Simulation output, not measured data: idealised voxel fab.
Process module name: voxel fin reveal
FYI the section here is cut, 200 nm wide, cells are 5 nm squares.
Just so we're on the same page, the cross-sections are grids of square cells, and they're listed out in bands top to bottom, each band one or more rows deep. Within each band entry, the heights of the top and of the bottom of the band appear first, in that order and in nm; the materials of the band then follow from left to right, each with its corresponding width in nm. The designation "throughout" on a single material indicates that it fills the band from edge to edge; the designation "air" indicates empty space. Height reference: 0 = level under which incoming wafer is all one material. Lowest band: no bottom, runs on downward, e.g. "top 0, no bottom". It should be noted that a width expressed as "30 to 40" varies in equal increments from row to row of cells within the band, taking the value of the first number at the top row and that of the second number at the bottom row. Given "no change" for a step, no cell of the cross-section differs between before and after that step. Any empty space of 8 cells or more lacking an open way to the top shows up in "Encapsulated voids" as width x height at distance, distance from the left edge, in nm. On each step's line, the part that comes after the settings is the simulator's own comment on the step. overlay nm: on a step with a mask, how far right of its planned place the mask lay; negative means left.
### These are the steps we planned for the process
1) RECEIVE | material Si
2) CONFORMAL_DEP | material SiN | thk nm 10
3) MASKED_ETCH | tone cover | mask id FINS | width nm 15 | pitch nm 35 | etch materials SiN | depth nm 10 | overlay nm 0
4) MASKED_ETCH | tone cover | mask id FINS | width nm 15 | pitch nm 35 | etch materials Si | depth nm 40 | overlay nm 0
5) FILL_DEP | material SiO2 | thk nm 15
6) CMP | height nm 10
7) SELECTIVE_ETCH | etch materials SiO2 | depth nm 15
8) STRIP | etch materials SiN
For this document, wafers share an identical start and vary in the step 7 depth nm; the plan quotes the first wafer's value.
### As-received state after step 1, first of several wafers, cross-section
  top 0, no bottom | Si throughout
  Encapsulated voids: none
### Below is a per-wafer table. In it, each row describes the wafer at the end of the module by giving, for each material, the number of cells gained (+) or lost (-) since the wafer was received, and after that the closed voids of the wafer
depth nm 15; -272 Si; +238 SiO2; Encapsulated voids: none
depth nm 20; -272 Si; +204 SiO2; Encapsulated voids: none
depth nm 25; -272 Si; +170 SiO2; Encapsulated voids: none
depth nm 30; -272 Si; +136 SiO2; Encapsulated voids: none
depth nm 35; -272 Si; +102 SiO2; Encapsulated voids: none
depth nm 40; -272 Si; +68 SiO2; Encapsulated voids: none
